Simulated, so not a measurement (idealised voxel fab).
process module | voxel gate over fins
cross-section cut | 295 nm wide | cells 5 nm
A cross-section is a grid of square cells, given in bands from the top down. A band is one or more rows of cells.
Each band's line starts with the height of the band's top and of its bottom, in nm. Then come its materials from left to right, each with its width in nm. One material with "throughout" fills the band from edge to edge. "air" is empty space.
Height 0 is the level under which the wafer as received is all one material. The lowest band goes on downwards, as in "0 down".
A width such as "30 to 40" changes by the same amount from each row of cells to the next, from the band's top row to its bottom row.
"no change" after a step means that no cell of the cross-section changed.
closed voids: empty space of 8 cells or more with no open way to the top, each as width x height at its distance from the left edge, in nm
after a step's settings: what the simulator itself notes on the step
overlay nm, on a step with a mask: how far to the right of its planned place the mask lay; to the left if negative
plan
1 op RECEIVE | material Si
2 op CONFORMAL_DEP | material SiN | thk nm 5
3 op PATTERN | tone cover | mask id FINS | material resist | width nm 15 | pitch nm 35 | thk nm 15 | overlay nm 0
4 op DIRECTIONAL_ETCH | etch materials SiN | depth nm 5
5 op DIRECTIONAL_ETCH | etch materials Si | depth nm 40
6 op STRIP | etch materials resist
7 op FILL_DEP | material SiO2 | thk nm 5
8 op CMP | height nm 5
9 op SELECTIVE_ETCH | etch materials SiO2 | depth nm 20
10 op STRIP | etch materials SiN
11 op CONFORMAL_DEP | material HfO2 | thk nm 5
12 op CONFORMAL_DEP | material TiN | thk nm 5
13 op CONFORMAL_DEP | material TiAl | thk nm 5
14 op CONFORMAL_DEP | material TiN | thk nm 5
15 op FILL_DEP | material W | thk nm 15
16 op CMP | height nm 30
17 op CONFORMAL_DEP | material SiCN | thk nm 10
as received, after step 1
  0 down: Si throughout
  closed voids: none
a wafer at the end: this start, this plan, one mistake
  40 to 30: SiCN throughout
  30 to 20: W throughout
  20 to 15: W 65 | TiN 160 | W 70
  15 to 10: W 65 | TiN 5 | TiAl 150 | TiN 5 | W 70
  10 to 5: W 65 | TiN 5 | TiAl 5 | TiN 140 | TiAl 5 | TiN 5 | W 70
  5 to 0: W 65 | TiN 5 | TiAl 5 | TiN 5 | HfO2 25 | TiN 10 | HfO2 25 | TiN 10 | HfO2 25 | TiN 10 | HfO2 25 | TiN 5 | TiAl 5 | TiN 5 | W 70
  0 to -15: W 65 | TiN 5 | TiAl 5 | TiN 5 | HfO2 5 | Si 15 | HfO2 5 | TiN 10 | HfO2 5 | Si 15 | HfO2 5 | TiN 10 | HfO2 5 | Si 15 | HfO2 5 | TiN 10 | HfO2 5 | Si 15 | HfO2 5 | TiN 5 | TiAl 5 | TiN 5 | W 70
  -15 to -20: TiN 70 | TiAl 5 | TiN 5 | HfO2 5 | Si 15 | HfO2 5 | TiN 10 | HfO2 5 | Si 15 | HfO2 5 | TiN 10 | HfO2 5 | Si 15 | HfO2 5 | TiN 10 | HfO2 5 | Si 15 | HfO2 5 | TiN 5 | TiAl 5 | TiN 75
  -20 to -25: TiAl 75 | TiN 5 | HfO2 5 | Si 15 | HfO2 5 | TiN 10 | HfO2 5 | Si 15 | HfO2 5 | TiN 10 | HfO2 5 | Si 15 | HfO2 5 | TiN 10 | HfO2 5 | Si 15 | HfO2 5 | TiN 5 | TiAl 80
  -25 to -30: TiN 80 | HfO2 5 | Si 15 | HfO2 5 | TiN 10 | HfO2 5 | Si 15 | HfO2 5 | TiN 10 | HfO2 5 | Si 15 | HfO2 5 | TiN 10 | HfO2 5 | Si 15 | HfO2 5 | TiN 85
  -30 to -35: HfO2 85 | Si 15 | HfO2 20 | Si 15 | HfO2 20 | Si 15 | HfO2 20 | Si 15 | HfO2 90
  -35 to -40: SiO2 85 | Si 15 | SiO2 20 | Si 15 | SiO2 20 | Si 15 | SiO2 20 | Si 15 | SiO2 90
  -40 down: Si throughout
  closed voids: none
what went wrong: step 9 was run twice
